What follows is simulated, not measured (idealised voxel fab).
Process module in this document: voxel capacitor over wiring
Shown is cross-section cut, with a width of 285 nm and square cells of size 5 nm.
For the purposes of this document, a cross-section shall be understood as a grid of square cells, specified as bands listed in top-to-bottom order, each band consisting of one or more rows of cells. For a band, the entry starts with two heights in nm, that of the top and then that of the bottom, and carries on with the band's materials in order from left to right, each alongside its width in nm; the word "everywhere" beside a single material means it fills the band edge to edge, and "empty" means empty space. It should be noted that heights are counted from 0, beneath which the wafer as supplied is of one material throughout, and that the lowest band possesses no lower boundary but continues downward, as written in "z 0 and below". Graded width ("30..40"): value in top row of band = first number; value in bottom row = second number; row-to-row change constant. It should be understood that the words "nothing altered", when stated for a given step, signify that the cross-section underwent no change in any of its cells during that step. Cavities, closed: empty space of 8 cells or more with no open way to the top, each as width x height at its distance from the left edge, in nm. On a step's line, text after the settings is the simulator commenting on that step. Steps that use a mask can have "overlay nm" on their line. It says how far the mask sat to the right of where it was meant to be. Negative means to the left.
### Process steps foreseen in the plan
step 1: RECEIVE | material Si
step 2: CONFORMAL_DEP | material SiO2 | thk nm 10
step 3: CONFORMAL_DEP | material SiN | thk nm 5
step 4: DIRECTIONAL_DEP | material SiO2 | thk nm 20
step 5: MASKED_ETCH | tone open | mask id METAL_1 | width nm 30 | pitch nm 80 | etch materials SiO2 | depth nm 20 | overlay nm 0
step 6: MASKED_ETCH | tone open | mask id METAL_1 | width nm 30 | pitch nm 80 | etch materials SiN | depth nm 5 | overlay nm 0
step 7: CONFORMAL_DEP | material TiN | thk nm 5
step 8: FILL_DEP | material W | thk nm 10
step 9: CMP | height nm 35
step 10: CONFORMAL_DEP | material SiCN | thk nm 5
step 11: DIRECTIONAL_DEP | material lowk | thk nm 20
step 12: PATTERN | tone open | mask id PLUG_1 | material resist | width nm 15 | thk nm 20 | overlay nm 0
step 13: DIRECTIONAL_ETCH | etch materials lowk | depth nm 20
step 14: DIRECTIONAL_ETCH | etch materials SiCN | depth nm 5
step 15: STRIP | etch materials resist
step 16: CONFORMAL_DEP | material TiN | thk nm 5
step 17: FILL_DEP | material Cu | thk nm 10
step 18: CMP | height nm 60
step 19: DIRECTIONAL_DEP | material TiN | thk nm 5
step 20: DIRECTIONAL_DEP | material SiN | thk nm 5
step 21: DIRECTIONAL_DEP | material TiN | thk nm 10
step 22: MASKED_ETCH | tone cover | mask id UPPER_PLATE | width nm 55 | etch materials TiN | depth nm 10 | overlay nm 0
step 23: MASKED_ETCH | tone cover | mask id UPPER_PLATE | width nm 55 | etch materials SiN | depth nm 5 | overlay nm 0
step 24: DIRECTIONAL_DEP | material aC | thk nm 10
step 25: PATTERN | tone cover | mask id LOWER_PLATE | material resist | width nm 65 | thk nm 30 | overlay nm 0
step 26: DIRECTIONAL_ETCH | etch materials aC | depth nm 10
step 27: STRIP | etch materials resist
step 28: DIRECTIONAL_ETCH | etch materials TiN | depth nm 5
step 29: STRIP | etch materials aC
step 30: FILL_DEP | material SiO2 | thk nm 15
step 31: CMP | height nm 90
step 32: MASKED_ETCH | tone open | mask id PLUG_2 | width nm 15 | etch materials SiO2 | depth nm 10 | overlay nm 0
step 33: CONFORMAL_DEP | material TiN | thk nm 5
step 34: FILL_DEP | material Ru | thk nm 5
step 35: CMP | height nm 90
step 36: CONFORMAL_DEP | material SiN | thk nm 5
### Wafer cross-section on receipt, i.e. after step 1
- z 0 and below | Si everywhere
- Cavities, closed: none
### First wafer of two, sectioned at end of module; run went per plan
- z 95 to 90 | SiN everywhere
- z 90 to 85 | SiO2 (110), TiN (5), Ru (5), TiN (5), SiO2 (160)
- z 85 to 80 | SiO2 (110), TiN (15), SiO2 (160)
- z 80 to 70 | SiO2 (100), TiN (55), SiO2 (130)
- z 70 to 65 | SiO2 (100), SiN (55), SiO2 (130)
- z 65 to 60 | SiO2 (95), TiN (65), SiO2 (125)
- z 60 to 40 | lowk (100), TiN (5), Cu (5), TiN (5), lowk (170)
- z 40 to 35 | SiCN (100), TiN (15), SiCN (170)
- z 35 to 15 | SiO2 (85), TiN (5), W (20), TiN (5), SiO2 (50), TiN (5), W (20), TiN (5), SiO2 (90)
- z 15 to 10 | SiN (85), TiN (30), SiN (50), TiN (30), SiN (90)
- z 10 to 0 | SiO2 everywhere
- z 0 and below | Si everywhere
- Cavities, closed: none
### Cross-section, wafer two of two, end of module: same start and plan as wafer one, one error in execution
- z 95 to 90 | SiN everywhere
- z 90 to 85 | SiO2 (100), TiN (5), Ru (5), TiN (5), SiO2 (170)
- z 85 to 80 | SiO2 (100), TiN (15), SiO2 (170)
- z 80 to 70 | SiO2 (100), TiN (55), SiO2 (130)
- z 70 to 65 | SiO2 (100), SiN (55), SiO2 (130)
- z 65 to 60 | SiO2 (95), TiN (65), SiO2 (125)
- z 60 to 40 | lowk (100), TiN (5), Cu (5), TiN (5), lowk (170)
- z 40 to 35 | SiCN (100), TiN (15), SiCN (170)
- z 35 to 15 | SiO2 (85), TiN (5), W (20), TiN (5), SiO2 (50), TiN (5), W (20), TiN (5), SiO2 (90)
- z 15 to 10 | SiN (85), TiN (30), SiN (50), TiN (30), SiN (90)
- z 10 to 0 | SiO2 everywhere
- z 0 and below | Si everywhere
- Cavities, closed: none
Deviation from plan: step 32 deviated from plan and actually ran as MASKED_ETCH | tone open | mask id PLUG_2 | width nm 15 | etch materials SiO2 | depth nm 10 | overlay nm -10
Tallied in cells, the final second wafer holds each material in the same quantity as the first, although not at the same places.
